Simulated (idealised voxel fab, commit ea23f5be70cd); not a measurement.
Process module, titled voxel wiring stack
In the cross-section labelled cut, the width is 265 nm and each square cell is 5 nm.
Think of the cross-section as a grid of square cells. We describe it in bands, top to bottom, and each band covers one or more rows of those cells.
Band: top and bottom heights (nm) first, top before bottom; then materials from left to right, widths in nm. "everywhere" marks a sole material filling the band edge to edge. "blank" denotes empty space.
Height reference: 0 = level under which incoming wafer is all one material. Lowest band: no bottom, runs on downward, e.g. "0 and below".
It should be noted that a width expressed as "30 to 40" varies in equal increments from row to row of cells within the band, taking the value of the first number at the top row and that of the second number at the bottom row.
No cell of the cross-section changed in a step that is given as "nothing was modified".
"Sealed cavities" enumerates empty spaces isolated from the top, with no open way to it, that contain at least 8 cells, giving each as width x height at distance from the left edge, all three in nm.
It should be noted that, on the line of a given step, the content following the step's settings is a remark produced by the simulator itself with respect to that step.
overlay nm: right-of-plan distance of the mask on a masked step; negative values mean left-of-plan.
Below is the list of planned process steps:
1) RECEIVE,material Si
2) CONFORMAL_DEP,material SiO2,thk nm 10
3) CONFORMAL_DEP,material SiN,thk nm 5
4) DIRECTIONAL_DEP,material lowk,thk nm 15
5) PATTERN,tone open,mask id METAL_1,material resist,width nm 30,pitch nm 60,thk nm 20,overlay nm 0
6) DIRECTIONAL_ETCH,etch materials lowk,depth nm 15
7) DIRECTIONAL_ETCH,etch materials SiN,depth nm 5
8) STRIP,etch materials resist
9) CONFORMAL_DEP,material TiN,thk nm 5
10) FILL_DEP,material Cu,thk nm 10
11) CMP,height nm 30
12) CONFORMAL_DEP,material SiCN,thk nm 5
13) DIRECTIONAL_DEP,material lowk,thk nm 25
14) DIRECTIONAL_DEP,material aC,thk nm 10
15) PATTERN,tone open,mask id METAL_2,material resist,width nm 20,pitch nm 60,thk nm 30,overlay nm 0
16) DIRECTIONAL_ETCH,etch materials aC,depth nm 10
17) STRIP,etch materials resist
18) DIRECTIONAL_ETCH,etch materials lowk,depth nm 15
19) STRIP,etch materials aC
20) DIRECTIONAL_DEP,material aC,thk nm 10
21) PATTERN,tone open,mask id METAL_2_HOLES,material resist,width nm 15,thk nm 30,overlay nm 0
22) DIRECTIONAL_ETCH,etch materials aC,depth nm 10
23) STRIP,etch materials resist
24) DIRECTIONAL_ETCH,etch materials lowk,depth nm 10
25) DIRECTIONAL_ETCH,etch materials SiCN,depth nm 5
26) STRIP,etch materials aC
27) CONFORMAL_DEP,material TiN,thk nm 5
28) FILL_DEP,material Cu,thk nm 5
29) CMP,height nm 60
30) CONFORMAL_DEP,material SiN,thk nm 5
varied across the wafers: width nm of step 15. The plan shows the first wafer's value. All wafers start alike
Cross-section of the first of several received wafers, showing its state after step 1:
    0 and below = Si everywhere
    Sealed cavities: none
End of the module, past its last step, step 30: how the first of several wafers looks in cross-section:
    65 down to 60 = SiN everywhere
    60 down to 50 = lowk 85 nm / TiN 5 to 10 nm / Cu 15 to 10 nm / TiN 5 nm / lowk 40 nm / TiN 5 nm / Cu 10 nm / TiN 5 nm / lowk 95 nm
    50 down to 45 = lowk 90 nm / TiN 20 nm / lowk 40 nm / TiN 20 nm / lowk 95 nm
    45 down to 35 = lowk 90 nm / TiN 10 nm / lowk 165 nm
    35 down to 30 = SiCN 90 nm / TiN 10 nm / SiCN 165 nm
    30 down to 15 = lowk 85 nm / TiN 5 nm / Cu 20 nm / TiN 5 nm / lowk 30 nm / TiN 5 nm / Cu 20 nm / TiN 5 nm / lowk 90 nm
    15 down to 10 = SiN 85 nm / TiN 30 nm / SiN 30 nm / TiN 30 nm / SiN 90 nm
    10 down to 0 = SiO2 everywhere
    0 and below = Si everywhere
    Sealed cavities: none
Of the several wafers, the last: cross-section at the end of the module:
    65 down to 60 = SiN everywhere
    60 down to 50 = lowk 80 nm / TiN 5 nm / Cu 35 nm / TiN 5 nm / lowk 15 nm / TiN 5 nm / Cu 35 nm / TiN 5 nm / lowk 80 nm
    50 down to 45 = lowk 80 nm / TiN 10 nm / Cu 5 nm / TiN 30 nm / lowk 15 nm / TiN 45 nm / lowk 80 nm
    45 down to 35 = lowk 85 nm / TiN 5 nm / Cu 5 nm / TiN 5 nm / lowk 165 nm
    35 down to 30 = SiCN 85 nm / TiN 15 nm / SiCN 165 nm
    30 down to 15 = lowk 85 nm / TiN 5 nm / Cu 20 nm / TiN 5 nm / lowk 30 nm / TiN 5 nm / Cu 20 nm / TiN 5 nm / lowk 90 nm
    15 down to 10 = SiN 85 nm / TiN 30 nm / SiN 30 nm / TiN 30 nm / SiN 90 nm
    10 down to 0 = SiO2 everywhere
    0 and below = Si everywhere
    Sealed cavities: none
Here is how to read the rows: every wafer has a row, and it shows the wafer at the end of the module, giving for each material how many cells were gained (+) or lost (-) since the wafer was received, then listing its closed voids:
width nm 20 | +33 Cu | +51 SiCN | +94 SiN | +106 SiO2 | +47 TiN | +358 lowk | Sealed cavities: none
width nm 25 | +37 Cu | +51 SiCN | +94 SiN | +106 SiO2 | +49 TiN | +352 lowk | Sealed cavities: none
width nm 30 | +43 Cu | +50 SiCN | +94 SiN | +106 SiO2 | +50 TiN | +346 lowk | Sealed cavities: none
width nm 35 | +47 Cu | +50 SiCN | +94 SiN | +106 SiO2 | +52 TiN | +340 lowk | Sealed cavities: none
width nm 40 | +51 Cu | +50 SiCN | +94 SiN | +106 SiO2 | +54 TiN | +334 lowk | Sealed cavities: none
width nm 45 | +55 Cu | +50 SiCN | +94 SiN | +106 SiO2 | +56 TiN | +328 lowk | Sealed cavities: none
